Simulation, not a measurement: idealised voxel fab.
process module | voxel double patterning
cross-section cut | 290 nm wide | cells 5 nm
A cross-section is a grid of square cells, given in bands from the top down. A band is one or more rows of cells.
Each band's line starts with the height of the band's top and of its bottom, in nm. Then come its materials from left to right, each with its width in nm. One material with "throughout" fills the band from edge to edge. "air" is empty space.
Height 0 is the level under which the wafer as received is all one material. The lowest band goes on downwards, as in "0 down".
A width such as "30 to 40" changes by the same amount from each row of cells to the next, from the band's top row to its bottom row.
"no change" after a step means that no cell of the cross-section changed.
closed voids: empty space of 8 cells or more with no open way to the top, each as width x height at its distance from the left edge, in nm
after a step's settings: what the simulator itself notes on the step
overlay nm, on a step with a mask: how far to the right of its planned place the mask lay; to the left if negative
plan
1 op RECEIVE | material Si
2 op CONFORMAL_DEP | material SiO2 | thk nm 5
3 op DIRECTIONAL_DEP | material polySi | thk nm 10
4 op DIRECTIONAL_DEP | material SiCN | thk nm 5
5 op PATTERN | tone open | mask id FIRST | material resist | width nm 15 | pitch nm 50 | thk nm 20 | overlay nm 0
6 op DIRECTIONAL_ETCH | etch materials SiCN | depth nm 5
7 op STRIP | etch materials resist
8 op PATTERN | tone open | mask id SECOND | material resist | width nm 15 | thk nm 15 | overlay nm 0
9 op DIRECTIONAL_ETCH | etch materials SiCN | depth nm 5
10 op STRIP | etch materials resist
11 op DIRECTIONAL_ETCH | etch materials polySi | depth nm 10
12 op STRIP | etch materials SiCN
as received, after step 1
  0 down: Si throughout
  closed voids: none
first wafer at the end, as planned
  15 to 5: polySi 110 | air 15 | polySi 10 | air 15 | polySi 10 | air 15 | polySi 115
  5 to 0: SiO2 throughout
  0 down: Si throughout
  closed voids: none
second wafer at the end: like start, like plan, one mistake
  15 to 5: air 110 | polySi 15 | air 35 | polySi 15 | air 115
  5 to 0: SiO2 throughout
  0 down: Si throughout
  closed voids: none
what went wrong: step 5 ran as: op PATTERN | tone cover | mask id FIRST | material resist | width nm 15 | pitch nm 50 | thk nm 20 | overlay nm 0
at the end the second wafer has, in cells: 86 fewer of polySi
